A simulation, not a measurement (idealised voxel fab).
Presented below is a process module, voxel lift off.
Square cells of 5 nm make up the cross-section cut, whose width is 155 nm.
We lay out every cross-section as a grid of square cells and spell it out in bands from the top down, where one band means one or more rows of cells.
For a band, the entry starts with two heights in nm, that of the top and then that of the bottom, and carries on with the band's materials in order from left to right, each alongside its width in nm; the word "full width" beside a single material means it fills the band edge to edge, and "empty" means empty space.
It should be noted that heights are counted from 0, beneath which the wafer as supplied is of one material throughout, and that the lowest band possesses no lower boundary but continues downward, as written in "from 0 down".
Quick explanation for "30 to 40": the width changes in equal steps down the rows of cells, from the first number in the band's top row to the second number in its bottom row.
Step marked "nothing changed"? Then no cell in the cross-section changed in it.
Entry "Fully enclosed voids" = empty spaces >= 8 cells with no open way to the top; each as width x height at distance, distance from left edge, all nm.
Formally, on a step line, whatever follows the settings is a remark that the simulator itself makes on the step.
The line of a step may include "overlay nm". On a step with a mask, this value is how far to the right of its planned place the mask lay. A negative value means the mask lay to the left.

Set out below are the planned steps of the process:
step 1: RECEIVE,material Si
step 2: CONFORMAL_DEP,material SiO2,thk nm 15
step 3: PATTERN,tone open,mask id LINES,material resist,width nm 20,pitch nm 50,thk nm 30,overlay nm 0
step 4: DIRECTIONAL_DEP,material Ru,thk nm 15
step 5: STRIP,etch materials resist
step 6: CONFORMAL_DEP,material SiCN,thk nm 10

Concerning the first of two wafers, which was run in accordance with the plan:

Incoming wafer, cross-sectional view, post step 1:
	from 0 down  Si full width
	Fully enclosed voids: none

Wafer section view after processing step 2:
	from 15 to 0  SiO2 full width
	Note: structure below 0 unchanged.

Wafer section view after processing step 3:
	from 45 to 15  resist 15 nm  empty 20 nm  resist 30 nm  empty 20 nm  resist 30 nm  empty 20 nm  resist 20 nm
	Note: structure below 15 unchanged.

Wafer section view after processing step 4:
	from 60 to 45  Ru 15 nm  empty 20 nm  Ru 30 nm  empty 20 nm  Ru 30 nm  empty 20 nm  Ru 20 nm
	from 45 to 30  resist 15 nm  empty 20 nm  resist 30 nm  empty 20 nm  resist 30 nm  empty 20 nm  resist 20 nm
	from 30 to 15  resist 15 nm  Ru 20 nm  resist 30 nm  Ru 20 nm  resist 30 nm  Ru 20 nm  resist 20 nm
	Note: structure below 15 unchanged.

Wafer section view after processing step 5:
	from 30 to 15  empty 15 nm  Ru 20 nm  empty 30 nm  Ru 20 nm  empty 30 nm  Ru 20 nm  empty 20 nm
	Note: structure below 15 unchanged.

Wafer section view after processing step 6:
	from 40 to 30  empty 5 nm  SiCN 40 nm  empty 10 nm  SiCN 40 nm  empty 10 nm  SiCN 40 nm  empty 10 nm
	from 30 to 25  empty 5 nm  SiCN 10 nm  Ru 20 nm  SiCN 10 nm  empty 10 nm  SiCN 10 nm  Ru 20 nm  SiCN 10 nm  empty 10 nm  SiCN 10 nm  Ru 20 nm  SiCN 10 nm  empty 10 nm
	from 25 to 15  SiCN 15 nm  Ru 20 nm  SiCN 30 nm  Ru 20 nm  SiCN 30 nm  Ru 20 nm  SiCN 20 nm
	Note: structure below 15 unchanged.

Second wafer, same starting conditions and recipe as the first, one mistake in executing it, nothing differs from the first up to and including step 1:

When step 2 should have ended:
	from 30 to 0  SiO2 full width
	Note: structure below 0 unchanged.

When step 3 should have ended:
	from 60 to 30  resist 15 nm  empty 20 nm  resist 30 nm  empty 20 nm  resist 30 nm  empty 20 nm  resist 20 nm
	Note: structure below 30 unchanged.

When step 4 should have ended:
	from 75 to 60  Ru 15 nm  empty 20 nm  Ru 30 nm  empty 20 nm  Ru 30 nm  empty 20 nm  Ru 20 nm
	from 60 to 45  resist 15 nm  empty 20 nm  resist 30 nm  empty 20 nm  resist 30 nm  empty 20 nm  resist 20 nm
	from 45 to 30  resist 15 nm  Ru 20 nm  resist 30 nm  Ru 20 nm  resist 30 nm  Ru 20 nm  resist 20 nm
	Note: structure below 30 unchanged.

When step 5 should have ended:
	from 45 to 30  empty 15 nm  Ru 20 nm  empty 30 nm  Ru 20 nm  empty 30 nm  Ru 20 nm  empty 20 nm
	Note: structure below 30 unchanged.

When step 6 should have ended:
	from 55 to 45  empty 5 nm  SiCN 40 nm  empty 10 nm  SiCN 40 nm  empty 10 nm  SiCN 40 nm  empty 10 nm
	from 45 to 40  empty 5 nm  SiCN 10 nm  Ru 20 nm  SiCN 10 nm  empty 10 nm  SiCN 10 nm  Ru 20 nm  SiCN 10 nm  empty 10 nm  SiCN 10 nm  Ru 20 nm  SiCN 10 nm  empty 10 nm
	from 40 to 30  SiCN 15 nm  Ru 20 nm  SiCN 30 nm  Ru 20 nm  SiCN 30 nm  Ru 20 nm  SiCN 20 nm
	Note: structure below 30 unchanged.
Processing error: plan step 2 was twice executed
Count the cells at the end and the second wafer has more or fewer of some materials than the first: SiO2 +93
